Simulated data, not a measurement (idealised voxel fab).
Presented below is a process module, voxel quadruple lines.
The cross-section on display is named cut; it measures 175 nm wide, and its cells are 5 nm squares.
Notation: cross-section as square-cell grid; stated in bands, top first, going down; one or more cell rows per band.
This entry defines a band. It first specifies the height of the band's top and the height of its bottom in nm, and then specifies the band's materials from left to right, stating each material with its width in nm. The word "all across" identifies a single material that fills the band from edge to edge, while the word "empty" identifies empty space.
Heights from 0 (as-received wafer is one material below). Bottom band endless downward, as "0..down".
Quick explanation for "30->40": the width changes in equal steps down the rows of cells, from the first number in the band's top row to the second number in its bottom row.
It should be understood that the words "no alterations made", when stated for a given step, signify that the cross-section underwent no change in any of its cells during that step.
The entry titled "Unvented internal voids" provides the empty spaces that have no open way to the top, restricted to those of 8 cells or more. Each is presented as width x height at distance, the distance being measured from the left edge, with all three in nm.
Text after the settings on a step's line: the simulator's own remark on that step.
On any step carrying a mask, the "overlay nm" setting, if present on the step's line, tells how far right of its planned place the mask lay; negative values point to the left.

STEPS PLANNED FOR THE PROCESS
1: RECEIVE (material Si)
2: CONFORMAL_DEP (material SiO2; thk nm 5)
3: DIRECTIONAL_DEP (material TiN; thk nm 15)
4: DIRECTIONAL_DEP (material polySi; thk nm 15)
5: DIRECTIONAL_DEP (material aC; thk nm 20)
6: PATTERN (tone cover; mask id MANDREL; material resist; width nm 25; thk nm 30; overlay nm 0)
7: DIRECTIONAL_ETCH (etch materials aC; depth nm 20)
8: STRIP (etch materials resist)
9: CONFORMAL_DEP (material SiO2; thk nm 15)
10: DIRECTIONAL_ETCH (etch materials SiO2; depth nm 15)
11: STRIP (etch materials aC)
12: DIRECTIONAL_ETCH (etch materials polySi; depth nm 15)
13: STRIP (etch materials SiO2)
14: CONFORMAL_DEP (material SiCN; thk nm 10)
15: DIRECTIONAL_ETCH (etch materials SiCN; depth nm 10)
16: STRIP (etch materials polySi)
17: DIRECTIONAL_ETCH (etch materials TiN; depth nm 15)
18: STRIP (etch materials SiCN)
19: FILL_DEP (material SiO2; thk nm 5)
20: CMP (height nm 20)
All wafers enter the flow in the same state. The width nm at step 6 differs from wafer to wafer, and the plan gives the value for the first wafer.

FIRST OF SEVERAL WAFERS, RECEIVED AFTER STEP 1, IN CROSS-SECTION
0..down = Si all across
Unvented internal voids: none

AFTER THE MODULE'S FINAL STEP, STEP 20: THE FIRST OF SEVERAL WAFERS IN CROSS-SECTION
20..5 = 50 SiO2 | 10 TiN | 15 SiO2 | 10 TiN | 5 SiO2 | 10 TiN | 15 SiO2 | 10 TiN | 50 SiO2
5..0 = SiO2 all across
0..down = Si all across
Unvented internal voids: none

CROSS-SECTION OF THE FINAL WAFER AMONG SEVERAL, TAKEN AT THE END OF THE MODULE
20..5 = 40 SiO2 | 10 TiN | 15 SiO2 | 10 TiN | 30 SiO2 | 10 TiN | 15 SiO2 | 10 TiN | 35 SiO2
5..0 = SiO2 all across
0..down = Si all across
Unvented internal voids: none

PER WAFER (ROW), END OF MODULE: DELTA IN CELLS PER MATERIAL SINCE RECEIPT, (+) FOR GAINED, (-) FOR LOST; CLOSED VOIDS AFTER THAT
width nm 25, +116 SiO2, +24 TiN, Unvented internal voids: none
width nm 30, +116 SiO2, +24 TiN, Unvented internal voids: none
width nm 35, +116 SiO2, +24 TiN, Unvented internal voids: none
width nm 40, +116 SiO2, +24 TiN, Unvented internal voids: none
width nm 45, +116 SiO2, +24 TiN, Unvented internal voids: none
width nm 50, +116 SiO2, +24 TiN, Unvented internal voids: none
